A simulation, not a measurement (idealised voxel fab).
Proc. module: voxel ribs on slabs
Square cell edge 5 nm, section width 190 nm, ID cut.
Square cells in a grid make up a cross-section in this document, and the grid is given as bands, listed from the top down, each one or more rows of cells.
What a band's entry tells you: where the top is and where the bottom is, as heights in nm, and after that what lies inside, material by material from left to right, each with its width in nm. Empty space is written as the word "empty", and a single material marked with the word "throughout" occupies the band from edge to edge.
Basically, 0 is our baseline, since under it the wafer straight out of the box is all one material. The bottom band has no lower end and keeps on going down, so it looks like "from 0 down".
A two-number width, for instance "30..40", indicates that the width is equal to the first number in the top row of the band and to the second number in the bottom row, and that it changes by a constant amount per row of cells.
"no modifications" -> step changed no cross-section cell.
Any empty space of 8 cells or more lacking an open way to the top shows up in "Sealed voids" as width x height at distance, distance from the left edge, in nm.
The remark found on a step's line after its settings is issued by the simulator itself and pertains to that step.
overlay nm: step with mask; distance mask lay right of planned place; negative value = left of planned place.
SO HERE'S THE LINEUP OF PROCESS STEPS WE PLANNED
1,RECEIVE, material Si
2,DIRECTIONAL_DEP, material SiO2, thk nm 25
3,DIRECTIONAL_DEP, material polySi, thk nm 25
4,DIRECTIONAL_DEP, material aC, thk nm 15
5,PATTERN, tone cover, mask id RIB, material resist, width nm 30, thk nm 35, overlay nm 0
6,DIRECTIONAL_ETCH, etch materials aC, depth nm 15
7,STRIP, etch materials resist
8,DIRECTIONAL_ETCH, etch materials polySi, depth nm 10
9,STRIP, etch materials aC
10,MASKED_ETCH, tone cover, mask id SLAB, width nm 90, etch materials polySi, depth nm 15, overlay nm 0
11,FILL_DEP, material SiO2, thk nm 20
12,CMP, height nm 65
13,DIRECTIONAL_DEP, material W, thk nm 5
14,PATTERN, tone cover, mask id HEATER, material resist, width nm 40, thk nm 15, overlay nm 0
15,DIRECTIONAL_ETCH, etch materials W, depth nm 5
16,STRIP, etch materials resist
17,CONFORMAL_DEP, material SiO2, thk nm 5
DELIVERED WAFER IN CROSS-SECTION: STATE AFTER STEP 1
from 0 down | Si throughout
Sealed voids: none
MODULE COMPLETE - CROSS-SECTION OF THE FIRST OF TWO WAFERS, RUN ACCORDING TO PLAN
from 75 to 70 | empty 70 nm / SiO2 50 nm / empty 70 nm
from 70 to 65 | SiO2 75 nm / W 40 nm / SiO2 75 nm
from 65 to 50 | SiO2 throughout
from 50 to 40 | SiO2 80 nm / polySi 30 nm / SiO2 80 nm
from 40 to 25 | SiO2 50 nm / polySi 90 nm / SiO2 50 nm
from 25 to 0 | SiO2 throughout
from 0 down | Si throughout
Sealed voids: none
WAFER TWO, END OF MODULE, CROSS-SECTION. SAME START, SAME PLAN AS WAFER ONE. ONE MISTAKE IN THE RUN
from 75 to 70 | empty 70 nm / SiO2 50 nm / empty 70 nm
from 70 to 65 | SiO2 75 nm / W 40 nm / SiO2 75 nm
from 65 to 50 | SiO2 throughout
from 50 to 40 | SiO2 80 nm / polySi 30 nm / SiO2 80 nm
from 40 to 25 | SiO2 45 nm / polySi 100 nm / SiO2 45 nm
from 25 to 0 | SiO2 throughout
from 0 down | Si throughout
Sealed voids: none
In executing the process, a mistake was made relative to the plan: planned and actual differ for step 10; actual: MASKED_ETCH, tone cover, mask id SLAB, width nm 100, etch materials polySi, depth nm 15, overlay nm 0
Wrapping up, a cell-based count of both wafers puts the second over or under the first for these materials: SiO2 -6; polySi +6
